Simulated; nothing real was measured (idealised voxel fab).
Proc. module: voxel double patterning
Section cut is 230 nm wide and gridded with 5 nm square cells.
Cross-sections here: square-cell grids, written as top-down lists of bands, a band being one or more rows of cells.
Heights first: top, then bottom, in nm. Then materials, left to right, each with a width in nm. "full width" on a single material: fills the band edge to edge. "empty": empty space.
Heights from 0 (as-received wafer is one material below). Bottom band endless downward, as "0 nm and below".
The notation "30->40" denotes a width that varies across the rows of cells in the band, beginning at the first number in the top row, finishing at the second number in the bottom row, and changing by an identical amount from each row to the next.
The designation "no alteration", where it is given for a processing step, indicates that no cell of the cross-section was altered in the course of that step.
If an empty space has no open way to the top and is at least 8 cells in size, "Fully sealed cavities" lists it, written width x height at distance, where distance is measured from the left edge and every value is in nm.
What comes after the settings on a step's line is commentary from the simulator itself on that step.
Among the settings permitted on a step's line is "overlay nm"; applied to a step with a mask, it specifies the extent to which the mask lay to the right of its planned position, whereas a negative figure signifies a position to the left.
### Planned process steps
step 1: RECEIVE, material Si
step 2: CONFORMAL_DEP, material SiO2, thk nm 10
step 3: DIRECTIONAL_DEP, material TiN, thk nm 15
step 4: DIRECTIONAL_DEP, material SiCN, thk nm 5
step 5: MASKED_ETCH, tone open, mask id FIRST, width nm 15, pitch nm 50, etch materials SiCN, depth nm 5, overlay nm 0
step 6: PATTERN, tone open, mask id SECOND, material resist, width nm 15, pitch nm 50, thk nm 15, overlay nm 0
step 7: DIRECTIONAL_ETCH, etch materials SiCN, depth nm 5
step 8: STRIP, etch materials resist
step 9: DIRECTIONAL_ETCH, etch materials TiN, depth nm 15
step 10: STRIP, etch materials SiCN
### Cross-section: wafer on arrival = after step 1
* 0 nm and below | Si full width
* Fully sealed cavities: none
### Wafer at module end, in section. Began as above, planned as above, run with one mistake
* 30 nm to 25 nm | SiO2 full width
* 25 nm to 10 nm | TiN full width
* 10 nm to 0 nm | SiO2 full width
* 0 nm and below | Si full width
* Fully sealed cavities: none
Error vs. plan: step 4 did not use the planned setting and instead ran as DIRECTIONAL_DEP, material SiO2, thk nm 5
